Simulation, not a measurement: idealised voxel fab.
process module | voxel double patterning
cross-section cut | 160 nm wide | cells 5 nm
A cross-section is a grid of square cells, given in bands from the top down. A band is one or more rows of cells.
Each band's line starts with the height of the band's top and of its bottom, in nm. Then come its materials from left to right, each with its width in nm. One material with "throughout" fills the band from edge to edge. "air" is empty space.
Height 0 is the level under which the wafer as received is all one material. The lowest band goes on downwards, as in "0 down".
A width such as "30 to 40" changes by the same amount from each row of cells to the next, from the band's top row to its bottom row.
"no change" after a step means that no cell of the cross-section changed.
closed voids: empty space of 8 cells or more with no open way to the top, each as width x height at its distance from the left edge, in nm
after a step's settings: what the simulator itself notes on the step
overlay nm, on a step with a mask: how far to the right of its planned place the mask lay; to the left if negative
plan
1 op RECEIVE | material Si
2 op CONFORMAL_DEP | material SiN | thk nm 5
3 op DIRECTIONAL_DEP | material SiO2 | thk nm 20
4 op DIRECTIONAL_DEP | material SiCN | thk nm 5
5 op DIRECTIONAL_DEP | material aC | thk nm 15
6 op PATTERN | tone open | mask id FIRST | material resist | width nm 15 | pitch nm 50 | thk nm 30 | overlay nm 0
7 op DIRECTIONAL_ETCH | etch materials aC | depth nm 15
8 op STRIP | etch materials resist
9 op DIRECTIONAL_ETCH | etch materials SiCN | depth nm 5
10 op STRIP | etch materials aC
11 op DIRECTIONAL_DEP | material aC | thk nm 10
12 op PATTERN | tone open | mask id SECOND | material resist | width nm 15 | thk nm 25 | overlay nm 0
13 op DIRECTIONAL_ETCH | etch materials aC | depth nm 10
14 op STRIP | etch materials resist
15 op DIRECTIONAL_ETCH | etch materials SiCN | depth nm 5
16 op STRIP | etch materials aC
17 op DIRECTIONAL_ETCH | etch materials SiO2 | depth nm 20
18 op STRIP | etch materials SiCN
varied across the wafers: thk nm of step 4. The plan shows the first wafer's value. All wafers start alike
first wafer as received, after step 1
  0 down: Si throughout
  closed voids: none
each wafer at the end: cells of each material gained (+) or lost (-) since it was received, then its closed voids
thk nm 5 | +32 SiN | +92 SiO2 | closed voids: none
thk nm 10 | +32 SiN | +128 SiO2 | closed voids: none
thk nm 15 | +32 SiN | +128 SiO2 | closed voids: none
thk nm 20 | +32 SiN | +128 SiO2 | closed voids: none
